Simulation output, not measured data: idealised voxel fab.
process module | voxel capacitor over wiring
cross-section cut | 255 nm wide | cells 5 nm
A cross-section is a grid of square cells, given in bands from the top down. A band is one or more rows of cells.
Each band's line starts with the height of the band's top and of its bottom, in nm. Then come its materials from left to right, each with its width in nm. One material with "throughout" fills the band from edge to edge. "air" is empty space.
Height 0 is the level under which the wafer as received is all one material. The lowest band goes on downwards, as in "0 down".
A width such as "30 to 40" changes by the same amount from each row of cells to the next, from the band's top row to its bottom row.
"no change" after a step means that no cell of the cross-section changed.
closed voids: empty space of 8 cells or more with no open way to the top, each as width x height at its distance from the left edge, in nm
after a step's settings: what the simulator itself notes on the step
overlay nm, on a step with a mask: how far to the right of its planned place the mask lay; to the left if negative
plan
1 op RECEIVE | material Si
2 op CONFORMAL_DEP | material SiO2 | thk nm 10
3 op DIRECTIONAL_DEP | material TiN | thk nm 5
4 op DIRECTIONAL_DEP | material W | thk nm 25
5 op MASKED_ETCH | tone cover | mask id METAL_1 | width nm 25 | pitch nm 80 | etch materials W | depth nm 25 | overlay nm 0
6 op MASKED_ETCH | tone cover | mask id METAL_1 | width nm 25 | pitch nm 80 | etch materials TiN | depth nm 5 | overlay nm 0
7 op CONFORMAL_DEP | material SiCN | thk nm 5
8 op FILL_DEP | material lowk | thk nm 10
9 op CMP | height nm 40
10 op CONFORMAL_DEP | material SiCN | thk nm 5
11 op DIRECTIONAL_DEP | material lowk | thk nm 15
12 op PATTERN | tone open | mask id PLUG_1 | material resist | width nm 15 | thk nm 20 | overlay nm 0
13 op DIRECTIONAL_ETCH | etch materials lowk | depth nm 15
14 op DIRECTIONAL_ETCH | etch materials SiCN | depth nm 5
15 op STRIP | etch materials resist
16 op CONFORMAL_DEP | material TiN | thk nm 5
17 op FILL_DEP | material Cu | thk nm 10
18 op CMP | height nm 60
19 op DIRECTIONAL_DEP | material TiN | thk nm 5
20 op DIRECTIONAL_DEP | material HfO2 | thk nm 5
21 op DIRECTIONAL_DEP | material TiN | thk nm 5
22 op MASKED_ETCH | tone cover | mask id UPPER_PLATE | width nm 60 | etch materials TiN | depth nm 5 | overlay nm 0
23 op MASKED_ETCH | tone cover | mask id UPPER_PLATE | width nm 60 | etch materials HfO2 | depth nm 5 | overlay nm 0
24 op MASKED_ETCH | tone cover | mask id LOWER_PLATE | width nm 70 | etch materials TiN | depth nm 5 | overlay nm 0
25 op FILL_DEP | material SiO2 | thk nm 15
26 op CMP | height nm 85
27 op MASKED_ETCH | tone open | mask id PLUG_2 | width nm 15 | etch materials SiO2 | depth nm 10 | overlay nm 0
28 op CONFORMAL_DEP | material TiN | thk nm 5
29 op FILL_DEP | material W | thk nm 10
30 op CMP | height nm 85
31 op CONFORMAL_DEP | material SiCN | thk nm 5
as received, after step 1
  0 down: Si throughout
  closed voids: none
first wafer at the end, as planned
  90 to 85: SiCN throughout
  85 to 80: SiO2 95 | TiN 5 | W 5 | TiN 5 | SiO2 145
  80 to 70: SiO2 95 to 85 | TiN 15 to 60 | SiO2 145 to 110
  70 to 65: SiO2 85 | HfO2 60 | SiO2 110
  65 to 60: SiO2 80 | TiN 70 | SiO2 105
  60 to 45: lowk 85 | TiN 5 | Cu 5 | TiN 5 | lowk 155
  45 to 40: SiCN 85 | TiN 15 | SiCN 155
  40 to 15: lowk 70 | SiCN 5 | W 25 | SiCN 5 | lowk 45 | SiCN 5 | W 25 | SiCN 5 | lowk 70
  15 to 10: SiCN 75 | TiN 25 | SiCN 55 | TiN 25 | SiCN 75
  10 to 0: SiO2 throughout
  0 down: Si throughout
  closed voids: none
second wafer at the end: like start, like plan, one mistake
  90 to 85: SiCN throughout
  85 to 80: SiO2 95 | TiN 5 | W 5 | TiN 5 | SiO2 145
  80 to 70: SiO2 95 to 85 | TiN 15 to 60 | SiO2 145 to 110
  70 to 65: SiO2 85 | HfO2 60 | SiO2 110
  65 to 60: SiO2 80 | TiN 70 | SiO2 105
  60 to 45: lowk 85 | TiN 5 | Cu 5 | TiN 5 | lowk 155
  45 to 40: SiCN 85 | TiN 15 | SiCN 155
  40 to 20: lowk 70 | SiCN 5 | W 25 | SiCN 5 | lowk 45 | SiCN 5 | W 25 | SiCN 5 | lowk 70
  20 to 15: lowk 65 | SiCN 10 | W 25 | SiCN 5 | lowk 40 | SiCN 10 | W 25 | SiCN 5 | lowk 70
  15 to 10: SiCN 70 | TiN 30 | SiCN 50 | TiN 30 | SiCN 75
  10 to 0: SiO2 throughout
  0 down: Si throughout
  closed voids: none
what went wrong: step 6 ran as: op MASKED_ETCH | tone cover | mask id METAL_1 | width nm 25 | pitch nm 80 | etch materials TiN | depth nm 5 | overlay nm -5
at the end the second wafer has, in cells: 2 more of TiN | 2 fewer of lowk
